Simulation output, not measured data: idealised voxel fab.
voxel trench capacitor: a process module
Square cell edge 5 nm, section width 215 nm, ID cut.
Cross-section, as written here: a square-cell grid given band by band from the top down, where a band holds one or more rows of cells. Band entry format. Leading values: height of top, height of bottom, nm. Remainder: materials in left-to-right order, each with its width in nm. Special words: "throughout" on a single material, which then fills the band edge to edge; "blank", empty space. Heights are expressed relative to 0, this being the level below which the as-received wafer comprises one material exclusively. The lowest band is unbounded in the downward direction and is denoted as in "0 down". A two-number width, for instance "30 to 40", indicates that the width is equal to the first number in the top row of the band and to the second number in the bottom row, and that it changes by a constant amount per row of cells. Any step labelled "nothing got changed" changed none of the cells in the cross-section. In the "Closed empty spaces" entry, you get each enclosed empty space of 8 cells or more, one with no open way to the top, written width x height at distance, distance from the left edge, in nm. Heads up: the bit after the settings on a step's line is the simulator's remark on that step. overlay nm: right-of-plan distance of the mask on a masked step; negative values mean left-of-plan.

Below is the list of planned process steps
step 1: RECEIVE (material Si)
step 2: CONFORMAL_DEP (material SiN; thk nm 10)
step 3: MASKED_ETCH (tone open; mask id TRENCH; width nm 30; pitch nm 45; etch materials SiN; depth nm 10; overlay nm 0)
step 4: MASKED_ETCH (tone open; mask id TRENCH; width nm 30; pitch nm 45; etch materials Si; depth nm 25; overlay nm 0)
step 5: CONFORMAL_DEP (material Al2O3; thk nm 5)
step 6: CONFORMAL_DEP (material TiN; thk nm 5)
step 7: FILL_DEP (material W; thk nm 5)
step 8: CMP (height nm 10)

Delivered wafer in cross-section: state after step 1
	0 down  Si throughout
	Closed empty spaces: none

Here's the wafer cut in cross-section after the module, started and planned just like above, except one thing was done wrong in the run
	5 to 0  45 SiN, 5 Al2O3, 5 TiN, 10 W, 5 TiN, 5 Al2O3, 15 SiN, 5 Al2O3, 5 TiN, 10 W, 5 TiN, 5 Al2O3, 15 SiN, 5 Al2O3, 5 TiN, 10 W, 5 TiN, 5 Al2O3, 50 SiN
	0 to -15  45 Si, 5 Al2O3, 5 TiN, 10 W, 5 TiN, 5 Al2O3, 15 Si, 5 Al2O3, 5 TiN, 10 W, 5 TiN, 5 Al2O3, 15 Si, 5 Al2O3, 5 TiN, 10 W, 5 TiN, 5 Al2O3, 50 Si
	-15 to -20  45 Si, 5 Al2O3, 20 TiN, 5 Al2O3, 15 Si, 5 Al2O3, 20 TiN, 5 Al2O3, 15 Si, 5 Al2O3, 20 TiN, 5 Al2O3, 50 Si
	-20 to -25  45 Si, 30 Al2O3, 15 Si, 30 Al2O3, 15 Si, 30 Al2O3, 50 Si
	-25 down  Si throughout
	Closed empty spaces: none
Heads up, the wafer didn't run the way we planned it: in deviation from the planned setting, step 8 was conducted as CMP (height nm 5)
